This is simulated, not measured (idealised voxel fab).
Herein follows the process module entitled voxel air gaps.
Cross-section cut spans 300 nm and uses square cells 5 nm in size.
Cross-section spec: square-cell grid; bands listed top down; each band is one or more rows. The band entry comprises the height of the band's top followed by the height of its bottom, expressed in nm, and subsequently the band's materials from left to right, each stated together with its width in nm. Where a single material is marked with the word "everywhere", that material fills the band from edge to edge. The word "empty" represents empty space. A quick word on heights: they are counted from 0, and under that level the wafer as it came to us is one material throughout. The lowest band is different from the rest in having no bottom; it simply continues downward, written as in "z 0 and below". Note: "30..40" means the width goes from the first number (top row of the band) to the second number (bottom row) in equal steps per row of cells. It should be understood that the words "no modification", when stated for a given step, signify that the cross-section underwent no change in any of its cells during that step. Look at "Fully sealed cavities" for the closed voids: empty spaces with no open path to the top, sized 8 cells or up. Each is width x height at distance, distance from the left edge, all nm. If you see something after the settings on a step's line, that's the simulator's own remark about that step. You can add "overlay nm" to a step's line. For a step with a mask, it describes how far the mask lay to the right of its planned position, and a negative number describes a lay to the left.
Process steps - plan
| 1 | RECEIVE (material Si) |
| 2 | CONFORMAL_DEP (material SiO2; thk nm 10) |
| 3 | CONFORMAL_DEP (material SiCN; thk nm 5) |
| 4 | DIRECTIONAL_DEP (material SiO2; thk nm 40) |
| 5 | MASKED_ETCH (tone open; mask id LINES; width nm 25; pitch nm 50; etch materials SiO2; depth nm 40; overlay nm 0) |
| 6 | CONFORMAL_DEP (material TiN; thk nm 5) |
| 7 | FILL_DEP (material Ru; thk nm 10) |
| 8 | CMP (height nm 55) |
| 9 | EPI (material Ru; thk nm 10) |
| 10 | SELECTIVE_ETCH (etch materials SiO2; depth nm 50) |
| 11 | CONFORMAL_DEP (material SiCN; thk nm 5) |
This is the cross-section of the wafer as we received it, i.e. after step 1
z 0 and below: Si everywhere
Fully sealed cavities: none
End-of-module cross-section. Starting structure and process plan as above; one mistake made in running it
z 70 to 65: SiCN everywhere
z 65 to 55: Ru 95 nm | SiCN 5 nm | Ru 45 nm | SiCN 5 nm | Ru 45 nm | SiCN 5 nm | Ru 100 nm
z 55 to 50: Ru 80 nm | TiN 5 nm | SiCN 25 nm | TiN 5 nm | Ru 15 nm | TiN 5 nm | SiCN 25 nm | TiN 5 nm | Ru 15 nm | TiN 5 nm | SiCN 25 nm | TiN 5 nm | Ru 85 nm
z 50 to 20: Ru 80 nm | TiN 5 nm | SiCN 5 nm | empty 15 nm | SiCN 5 nm | TiN 5 nm | Ru 15 nm | TiN 5 nm | SiCN 5 nm | empty 15 nm | SiCN 5 nm | TiN 5 nm | Ru 15 nm | TiN 5 nm | SiCN 5 nm | empty 15 nm | SiCN 5 nm | TiN 5 nm | Ru 85 nm
z 20 to 15: TiN 85 nm | SiCN 25 nm | TiN 25 nm | SiCN 25 nm | TiN 25 nm | SiCN 25 nm | TiN 90 nm
z 15 to 10: SiCN everywhere
z 10 to 0: SiO2 everywhere
z 0 and below: Si everywhere
Fully sealed cavities: 15 x 30 at 90; 15 x 30 at 140; 15 x 30 at 190
Where did the run depart from the plan? step 5 ran with different settings than intended, the actual operation and settings being MASKED_ETCH (tone cover; mask id LINES; width nm 25; pitch nm 50; etch materials SiO2; depth nm 40; overlay nm 0)
